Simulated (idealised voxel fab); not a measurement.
process module | voxel quadruple lines
cross-section cut | 215 nm wide | cells 5 nm
A cross-section is a grid of square cells, given in bands from the top down. A band is one or more rows of cells.
Each band's line starts with the height of the band's top and of its bottom, in nm. Then come its materials from left to right, each with its width in nm. One material with "throughout" fills the band from edge to edge. "air" is empty space.
Height 0 is the level under which the wafer as received is all one material. The lowest band goes on downwards, as in "0 down".
A width such as "30 to 40" changes by the same amount from each row of cells to the next, from the band's top row to its bottom row.
"no change" after a step means that no cell of the cross-section changed.
closed voids: empty space of 8 cells or more with no open way to the top, each as width x height at its distance from the left edge, in nm
after a step's settings: what the simulator itself notes on the step
overlay nm, on a step with a mask: how far to the right of its planned place the mask lay; to the left if negative
plan
1 op RECEIVE | material Si
2 op CONFORMAL_DEP | material SiO2 | thk nm 10
3 op DIRECTIONAL_DEP | material Ru | thk nm 15
4 op DIRECTIONAL_DEP | material polySi | thk nm 20
5 op DIRECTIONAL_DEP | material aC | thk nm 25
6 op PATTERN | tone cover | mask id MANDREL | material resist | width nm 20 | pitch nm 60 | thk nm 35 | overlay nm 0
7 op DIRECTIONAL_ETCH | etch materials aC | depth nm 25
8 op STRIP | etch materials resist
9 op CONFORMAL_DEP | material SiO2 | thk nm 10
10 op DIRECTIONAL_ETCH | etch materials SiO2 | depth nm 10
11 op STRIP | etch materials aC
12 op DIRECTIONAL_ETCH | etch materials polySi | depth nm 20
13 op STRIP | etch materials SiO2
14 op CONFORMAL_DEP | material SiN | thk nm 5
15 op DIRECTIONAL_ETCH | etch materials SiN | depth nm 5
16 op STRIP | etch materials polySi
17 op DIRECTIONAL_ETCH | etch materials Ru | depth nm 15
18 op STRIP | etch materials SiN
as received, after step 1
  0 down: Si throughout
  closed voids: none
a wafer at the end: this start, this plan, one mistake
  30 to 10: Ru throughout
  10 to 0: SiO2 throughout
  0 down: Si throughout
  closed voids: none
what went wrong: step 4 ran as: op DIRECTIONAL_DEP | material Ru | thk nm 20
